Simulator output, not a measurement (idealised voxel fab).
process module | voxel gate over fins
cross-section cut | 265 nm wide | cells 5 nm
A cross-section is a grid of square cells, given in bands from the top down. A band is one or more rows of cells.
Each band's line starts with the height of the band's top and of its bottom, in nm. Then come its materials from left to right, each with its width in nm. One material with "throughout" fills the band from edge to edge. "air" is empty space.
Height 0 is the level under which the wafer as received is all one material. The lowest band goes on downwards, as in "0 down".
A width such as "30 to 40" changes by the same amount from each row of cells to the next, from the band's top row to its bottom row.
"no change" after a step means that no cell of the cross-section changed.
closed voids: empty space of 8 cells or more with no open way to the top, each as width x height at its distance from the left edge, in nm
after a step's settings: what the simulator itself notes on the step
overlay nm, on a step with a mask: how far to the right of its planned place the mask lay; to the left if negative
plan
1 op RECEIVE | material Si
2 op CONFORMAL_DEP | material SiN | thk nm 10
3 op MASKED_ETCH | tone cover | mask id FINS | width nm 15 | pitch nm 35 | etch materials SiN | depth nm 10 | overlay nm 0
4 op MASKED_ETCH | tone cover | mask id FINS | width nm 15 | pitch nm 35 | etch materials Si | depth nm 40 | overlay nm 0
5 op FILL_DEP | material SiO2 | thk nm 5
6 op CMP | height nm 10
7 op SELECTIVE_ETCH | etch materials SiO2 | depth nm 25
8 op STRIP | etch materials SiN
9 op CONFORMAL_DEP | material HfO2 | thk nm 5
10 op CONFORMAL_DEP | material TiN | thk nm 5
11 op FILL_DEP | material W | thk nm 10
12 op CMP | height nm 15
13 op CONFORMAL_DEP | material SiCN | thk nm 5
varied across the wafers: thk nm of step 9. The plan shows the first wafer's value. All wafers start alike
first wafer as received, after step 1
  0 down: Si throughout
  closed voids: none
first wafer at the end, after step 13
  20 to 15: SiCN throughout
  15 to 10: W throughout
  10 to 5: W 95 | TiN 70 | W 100
  5 to 0: W 95 | TiN 5 | HfO2 25 | TiN 10 | HfO2 25 | TiN 5 | W 100
  0 to -5: W 95 | TiN 5 | HfO2 5 | Si 15 | HfO2 5 | TiN 10 | HfO2 5 | Si 15 | HfO2 5 | TiN 5 | W 100
  -5 to -10: TiN 100 | HfO2 5 | Si 15 | HfO2 5 | TiN 10 | HfO2 5 | Si 15 | HfO2 5 | TiN 105
  -10 to -15: HfO2 105 | Si 15 | HfO2 20 | Si 15 | HfO2 110
  -15 to -40: SiO2 105 | Si 15 | SiO2 20 | Si 15 | SiO2 110
  -40 down: Si throughout
  closed voids: none
last wafer at the end
  20 to 15: SiCN throughout
  15 to 10: W 80 | TiN 5 | HfO2 90 | TiN 5 | W 85
  10 to 5: TiN 85 | HfO2 90 | TiN 90
  5 to 0: HfO2 throughout
  0 to -15: HfO2 105 | Si 15 | HfO2 20 | Si 15 | HfO2 110
  -15 to -40: SiO2 105 | Si 15 | SiO2 20 | Si 15 | SiO2 110
  -40 down: Si throughout
  closed voids: none
each wafer at the end: cells of each material gained (+) or lost (-) since it was received, then its closed voids
thk nm 5 | +65 HfO2 | -376 Si | +53 SiCN | +235 SiO2 | +65 TiN | +170 W | closed voids: none
thk nm 10 | +130 HfO2 | -376 Si | +53 SiCN | +235 SiO2 | +59 TiN | +111 W | closed voids: none
thk nm 15 | +189 HfO2 | -376 Si | +53 SiCN | +235 SiO2 | +41 TiN | +70 W | closed voids: none
thk nm 20 | +230 HfO2 | -376 Si | +53 SiCN | +235 SiO2 | +37 TiN | +33 W | closed voids: none
